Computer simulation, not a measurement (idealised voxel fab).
process module | voxel wiring stack
cross-section cut | 140 nm wide | cells 5 nm
A cross-section is a grid of square cells, given in bands from the top down. A band is one or more rows of cells.
Each band's line starts with the height of the band's top and of its bottom, in nm. Then come its materials from left to right, each with its width in nm. One material with "throughout" fills the band from edge to edge. "air" is empty space.
Height 0 is the level under which the wafer as received is all one material. The lowest band goes on downwards, as in "0 down".
A width such as "30 to 40" changes by the same amount from each row of cells to the next, from the band's top row to its bottom row.
"no change" after a step means that no cell of the cross-section changed.
closed voids: empty space of 8 cells or more with no open way to the top, each as width x height at its distance from the left edge, in nm
after a step's settings: what the simulator itself notes on the step
overlay nm, on a step with a mask: how far to the right of its planned place the mask lay; to the left if negative
plan
1 op RECEIVE | material Si
2 op CONFORMAL_DEP | material SiO2 | thk nm 10
3 op CONFORMAL_DEP | material SiN | thk nm 5
4 op DIRECTIONAL_DEP | material lowk | thk nm 15
5 op PATTERN | tone open | mask id METAL_1 | material resist | width nm 30 | pitch nm 50 | thk nm 20 | overlay nm 0
6 op DIRECTIONAL_ETCH | etch materials lowk | depth nm 15
7 op DIRECTIONAL_ETCH | etch materials SiN | depth nm 5
8 op STRIP | etch materials resist
9 op CONFORMAL_DEP | material TiN | thk nm 5
10 op FILL_DEP | material Cu | thk nm 5
11 op CMP | height nm 30
12 op CONFORMAL_DEP | material SiCN | thk nm 5
13 op DIRECTIONAL_DEP | material SiO2 | thk nm 30
14 op MASKED_ETCH | tone open | mask id METAL_2_HOLES | width nm 15 | pitch nm 50 | etch materials SiO2 | depth nm 30 | overlay nm 0
15 op DIRECTIONAL_DEP | material aC | thk nm 15
16 op PATTERN | tone open | mask id METAL_2 | material resist | width nm 30 | pitch nm 50 | thk nm 30 | overlay nm 0
17 op DIRECTIONAL_ETCH | etch materials aC | depth nm 15
18 op STRIP | etch materials resist
19 op DIRECTIONAL_ETCH | etch materials SiO2 | depth nm 15
20 op DIRECTIONAL_ETCH | etch materials SiCN | depth nm 5
21 op STRIP | etch materials aC
22 op CONFORMAL_DEP | material TiN | thk nm 5
23 op FILL_DEP | material Cu | thk nm 5
24 op CMP | height nm 65
25 op CONFORMAL_DEP | material SiCN | thk nm 5
26 op DIRECTIONAL_DEP | material lowk | thk nm 10
27 op PATTERN | tone open | mask id PLUG_2 | material resist | width nm 15 | pitch nm 50 | thk nm 15 | overlay nm 0
28 op DIRECTIONAL_ETCH | etch materials lowk | depth nm 10
29 op DIRECTIONAL_ETCH | etch materials SiCN | depth nm 5
30 op STRIP | etch materials resist
31 op EPI | material Ru | thk nm 10
32 op EPI | material Ru | thk nm 5
33 op CONFORMAL_DEP | material SiCN | thk nm 5
34 op DIRECTIONAL_DEP | material lowk | thk nm 15
35 op PATTERN | tone open | mask id METAL_3 | material resist | width nm 30 | pitch nm 50 | thk nm 20 | overlay nm 0
36 op DIRECTIONAL_ETCH | etch materials lowk | depth nm 15
37 op DIRECTIONAL_ETCH | etch materials SiCN | depth nm 5
38 op STRIP | etch materials resist
39 op CONFORMAL_DEP | material TiN | thk nm 5
40 op FILL_DEP | material Ru | thk nm 5
41 op CMP | height nm 100
42 op EPI | material Ru | thk nm 5
43 op FILL_DEP | material SiCN | thk nm 5
44 op DIRECTIONAL_DEP | material lowk | thk nm 30
45 op PATTERN | tone open | mask id METAL_4_HOLES | material resist | width nm 15 | thk nm 20 | overlay nm 0
46 op DIRECTIONAL_ETCH | etch materials lowk | depth nm 30
47 op STRIP | etch materials resist
48 op PATTERN | tone open | mask id METAL_4 | material resist | width nm 30 | pitch nm 50 | thk nm 15 | overlay nm 0
49 op DIRECTIONAL_ETCH | etch materials lowk | depth nm 15
50 op DIRECTIONAL_ETCH | etch materials SiCN | depth nm 5
51 op STRIP | etch materials resist
52 op CONFORMAL_DEP | material TiN | thk nm 5
53 op FILL_DEP | material Cu | thk nm 10
54 op CMP | height nm 140
55 op CONFORMAL_DEP | material SiN | thk nm 5
as received, after step 1
  0 down: Si throughout
  closed voids: none
first wafer at the end, as planned
  145 to 140: SiN throughout
  140 to 130: lowk 30 | TiN 5 | Cu 20 | TiN 5 | lowk 20 | TiN 5 | Cu 20 | TiN 5 | lowk 30
  130 to 125: lowk 30 | TiN 5 | Cu 5 | TiN 20 | lowk 20 | TiN 30 | lowk 30
  125 to 110: lowk 30 | TiN 5 | Cu 5 | TiN 5 | lowk 95
  110 to 105: SiCN 30 | TiN 15 | SiCN 95
  105 to 100: SiCN 25 | Ru 40 | SiCN 10 | Ru 40 | SiCN 25
  100 to 85: lowk 30 | TiN 5 | Ru 20 | TiN 5 | lowk 20 | TiN 5 | Ru 20 | TiN 5 | lowk 30
  85 to 80: SiCN 30 | TiN 30 | SiCN 20 | TiN 30 | SiCN 30
  80 to 70: lowk 30 | Ru 15 | lowk 35 | Ru 15 | lowk 45
  70 to 65: SiCN 30 | Ru 15 | SiCN 35 | Ru 15 | SiCN 45
  65 to 55: SiO2 30 | TiN 5 | Cu 20 | TiN 5 | SiO2 20 | TiN 5 | Cu 20 | TiN 5 | SiO2 30
  55 to 50: SiO2 30 | TiN 5 | Cu 5 | TiN 20 | SiO2 20 | TiN 5 | Cu 5 | TiN 20 | SiO2 30
  50 to 35: SiO2 30 | TiN 5 | Cu 5 | TiN 5 | SiO2 35 | TiN 5 | Cu 5 | TiN 5 | SiO2 45
  35 to 30: SiCN 30 | TiN 15 | SiCN 35 | TiN 15 | SiCN 45
  30 to 15: lowk 30 | TiN 5 | Cu 20 | TiN 5 | lowk 20 | TiN 5 | Cu 20 | TiN 5 | lowk 30
  15 to 10: SiN 30 | TiN 30 | SiN 20 | TiN 30 | SiN 30
  10 to 0: SiO2 throughout
  0 down: Si throughout
  closed voids: none
second wafer at the end: like start, like plan, one mistake
  145 to 140: SiN throughout
  140 to 130: lowk 30 | TiN 5 | Cu 20 | TiN 5 | lowk 20 | TiN 5 | Cu 20 | TiN 5 | lowk 30
  130 to 125: lowk 30 | TiN 5 | Cu 5 | TiN 20 | lowk 20 | TiN 30 | lowk 30
  125 to 110: lowk 30 | TiN 5 | Cu 5 | TiN 5 | lowk 95
  110 to 105: SiCN 30 | TiN 15 | SiCN 95
  105 to 100: SiCN 25 | Ru 40 | SiCN 10 | Ru 40 | SiCN 25
  100 to 85: lowk 30 | TiN 5 | Ru 20 | TiN 5 | lowk 20 | TiN 5 | Ru 20 | TiN 5 | lowk 30
  85 to 80: SiCN 30 | TiN 30 | SiCN 20 | TiN 30 | SiCN 30
  80 to 70: lowk 30 | Ru 15 | lowk 35 | Ru 15 | lowk 45
  70 to 65: SiCN 30 | Ru 15 | SiCN 35 | Ru 15 | SiCN 45
  65 to 55: SiO2 30 | TiN 5 | Cu 20 | TiN 5 | SiO2 20 | TiN 5 | Cu 20 | TiN 5 | SiO2 30
  55 to 50: SiO2 30 | TiN 5 | Cu 5 | TiN 20 | SiO2 20 | TiN 5 | Cu 5 | TiN 20 | SiO2 30
  50 to 35: SiO2 30 | TiN 5 | Cu 5 | TiN 5 | SiO2 35 | TiN 5 | Cu 5 | TiN 5 | SiO2 45
  35 to 30: SiCN 30 | TiN 15 | SiCN 35 | TiN 15 | SiCN 45
  30 to 20: lowk 30 | TiN 5 | Cu 20 | TiN 5 | lowk 20 | TiN 5 | Cu 20 | TiN 5 | lowk 30
  20 to 15: lowk 30 | TiN 30 | lowk 20 | TiN 30 | lowk 30
  15 to 5: SiO2 throughout
  5 to 0: SiN throughout
  0 down: Si throughout
  closed voids: none
what went wrong: steps 2 and 3 were swapped
at the end the second wafer has, in cells: 8 fewer of Cu | 12 more of SiN | 4 fewer of TiN
